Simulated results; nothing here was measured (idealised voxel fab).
Process module heading - voxel local oxidation
Cross-sectional view cut (width: 250 nm; square cell size: 5 nm).
Cross-section layout: square cells on a grid; listed as bands, top to bottom; a band spans one or more cell rows. Heads up on the band format: heights come first, top then bottom, in nm. After that it's the materials left to right, each with its width in nm. A single material flagged "edge to edge" fills the whole band edge to edge, and "empty" means there's empty space there. Height datum 0, below which the as-received substrate wafer is one material. Lowest band open at the bottom, running downward: "0 -> down". The two numbers in a width such as "30 to 40" mark its ends across the band: the first belongs to the top row of cells, the second to the bottom row, and from each row to the next the width moves by the same amount. Any step labelled "nothing changed" changed none of the cells in the cross-section. The list in "Enclosed void inventory" covers empty spaces of 8 cells or more that cannot reach the top through any open way, and it gives each as width x height at distance; the distance is from the left edge, and width, height and distance are in nm. Past the settings on a step's line: simulator remark, on that step. The line of a step may include "overlay nm". On a step with a mask, this value is how far to the right of its planned place the mask lay. A negative value means the mask lay to the left.

## Planned process steps
1) RECEIVE [material Si]
2) CONFORMAL_DEP [material SiO2] [thk nm 5]
3) CONFORMAL_DEP [material SiN] [thk nm 15]
4) DIRECTIONAL_DEP [material aC] [thk nm 15]
5) PATTERN [tone cover] [mask id ACTIVE] [material resist] [width nm 125] [thk nm 35] [overlay nm 0]
6) DIRECTIONAL_ETCH [etch materials aC] [depth nm 15]
7) STRIP [etch materials resist]
8) DIRECTIONAL_ETCH [etch materials SiN] [depth nm 15]
9) STRIP [etch materials aC]
10) SELECTIVE_ETCH [etch materials SiO2] [depth nm 5]
11) OXIDIZE [depth nm 15]
12) STRIP [etch materials SiN]

## Cross-section of the wafer as it came to us, i.e., already through step 1
  0 -> down: Si edge to edge
  Enclosed void inventory: none

## This is how the wafer looks in cross-section once the module is done, given the starting state and plan above and one mistake in carrying the plan out
  5 -> 0: empty (55)  SiO2 (115)  empty (80)
  0 -> -15: SiO2 (70)  Si (85)  SiO2 (95)
  -15 -> down: Si edge to edge
  Enclosed void inventory: none
The mistake made against the process plan was this: step 5 off recipe, ran as PATTERN [tone cover] [mask id ACTIVE] [material resist] [width nm 125] [thk nm 35] [overlay nm -10]
